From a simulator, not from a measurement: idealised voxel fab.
The process module that follows is named voxel ribs on slabs.
Section shown: cut. Width: 260 nm. Cell size: 5 nm, square.
The cross-sections in this document take the form of a grid made of square cells. They are written out as bands, in order from top to bottom. Each band consists of one or more rows of cells. This entry defines a band. It first specifies the height of the band's top and the height of its bottom in nm, and then specifies the band's materials from left to right, stating each material with its width in nm. The word "all across" identifies a single material that fills the band from edge to edge, while the word "empty" identifies empty space. Counting heights begins at 0, where everything beneath is, in the wafer as received, one material. The lowest band has no bottom; it goes on downwards, as "0 nm and below" shows. So if you see something like "30->40" for the width, read it as the top row of the band sitting at the first number and the bottom row at the second, with every row in between moving by the same amount as the last. Any step labelled "nothing was modified" changed none of the cells in the cross-section. The list in "Closed void catalog" covers empty spaces of 8 cells or more that cannot reach the top through any open way, and it gives each as width x height at distance; the distance is from the left edge, and width, height and distance are in nm. On a step's line, text after the settings is the simulator commenting on that step. "overlay nm" denotes, for a step that has a mask, the displacement of the mask to the right of its planned place, with negative values corresponding to the left.
## Process steps foreseen in the plan
1 RECEIVE,material Si
2 DIRECTIONAL_DEP,material SiO2,thk nm 20
3 DIRECTIONAL_DEP,material SiN,thk nm 15
4 PATTERN,tone cover,mask id RIB,material resist,width nm 15,thk nm 15,overlay nm 0
5 DIRECTIONAL_ETCH,etch materials SiN,depth nm 5
6 STRIP,etch materials resist
7 DIRECTIONAL_DEP,material aC,thk nm 10
8 PATTERN,tone cover,mask id SLAB,material resist,width nm 65,thk nm 30,overlay nm -15
9 DIRECTIONAL_ETCH,etch materials aC,depth nm 10
10 STRIP,etch materials resist
11 DIRECTIONAL_ETCH,etch materials SiN,depth nm 10
12 STRIP,etch materials aC
13 FILL_DEP,material SiO2,thk nm 15
14 CMP,height nm 45
15 DIRECTIONAL_DEP,material TiN,thk nm 5
16 DIRECTIONAL_DEP,material aC,thk nm 10
17 PATTERN,tone cover,mask id HEATER,material resist,width nm 25,thk nm 25,overlay nm 0
18 DIRECTIONAL_ETCH,etch materials aC,depth nm 10
19 STRIP,etch materials resist
20 DIRECTIONAL_ETCH,etch materials TiN,depth nm 5
21 STRIP,etch materials aC
22 CONFORMAL_DEP,material SiO2,thk nm 10
What sets these wafers apart? The overlay nm at step 8. They all start alike, and the plan carries the first wafer's value.
## first wafer as received, after step 1
0 nm and below = Si all across
Closed void catalog: none
## each wafer at the end: cells of each material gained (+) or lost (-) since it was received, then its closed voids
overlay nm -15, +29 SiN, +547 SiO2, +5 TiN, Closed void catalog: none
overlay nm -10, +29 SiN, +547 SiO2, +5 TiN, Closed void catalog: none
overlay nm -5, +29 SiN, +547 SiO2, +5 TiN, Closed void catalog: none
overlay nm 0, +29 SiN, +547 SiO2, +5 TiN, Closed void catalog: none
overlay nm 5, +29 SiN, +547 SiO2, +5 TiN, Closed void catalog: none
overlay nm 10, +29 SiN, +547 SiO2, +5 TiN, Closed void catalog: none
overlay nm 15, +29 SiN, +547 SiO2, +5 TiN, Closed void catalog: none
